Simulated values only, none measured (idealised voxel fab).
The process module presented herein is designated voxel spacer lines.
Section shown: cut. Width: 140 nm. Cell size: 5 nm, square.
Square cells in a grid make up a cross-section in this document, and the grid is given as bands, listed from the top down, each one or more rows of cells. Look at the band entry: it leads with the top's height and the bottom's height in nm. Then it lists the materials left to right, with a width in nm for each. The word "all across" on a single material says that material fills the band edge to edge. The word "empty" is empty space. Heights are measured from 0, the level below which the as-received wafer is all one material; the lowest band has no bottom and continues downward, written as in "0..down". Width spec "30..40" -> top row of cells at first value, bottom row at second value, equal per-row change in between. The cross-section has no changed cell in any step marked "no change". The label "Closed voids list" introduces a list of the empty spaces, 8 cells or larger, that have no open way up to the top; each entry in it reads width x height at distance, where the distance is taken from the left edge and all three are stated in nm. That trailing text on a step's line, after the settings, is the simulator's own remark on the step. overlay nm, on a step with a mask: how far to the right of its planned place the mask lay; to the left if negative.

[This section lists the process steps that were planned]
1: RECEIVE, material Si
2: CONFORMAL_DEP, material SiO2, thk nm 5
3: DIRECTIONAL_DEP, material TiN, thk nm 20
4: DIRECTIONAL_DEP, material aC, thk nm 20
5: PATTERN, tone cover, mask id MANDREL, material resist, width nm 20, pitch nm 60, thk nm 30, overlay nm -15
6: DIRECTIONAL_ETCH, etch materials aC, depth nm 20
7: STRIP, etch materials resist
8: CONFORMAL_DEP, material SiN, thk nm 10
9: DIRECTIONAL_ETCH, etch materials SiN, depth nm 10
10: STRIP, etch materials aC
11: DIRECTIONAL_ETCH, etch materials TiN, depth nm 20
12: STRIP, etch materials SiN
13: FILL_DEP, material SiO2, thk nm 5
14: CMP, height nm 25
Among the wafers covered here, the point of difference is the overlay nm at step 5; their starting state is shared, and the plan presents the value of the first wafer.

[Sectional view: first of several wafers, as received, after step 1]
* 0..down: Si all across
* Closed voids list: none

[Heads up, this table goes wafer by wafer. A row tells you, at the end of the module, how many cells of each material that wafer has put on (+) or dropped (-) since it was received, and then its closed voids]
overlay nm -15; +108 SiO2; +32 TiN; Closed voids list: none
overlay nm -10; +108 SiO2; +32 TiN; Closed voids list: none
overlay nm -5; +108 SiO2; +32 TiN; Closed voids list: none
overlay nm 0; +108 SiO2; +32 TiN; Closed voids list: none
overlay nm 5; +108 SiO2; +32 TiN; Closed voids list: none
overlay nm 10; +108 SiO2; +32 TiN; Closed voids list: none
overlay nm 15; +108 SiO2; +32 TiN; Closed voids list: none
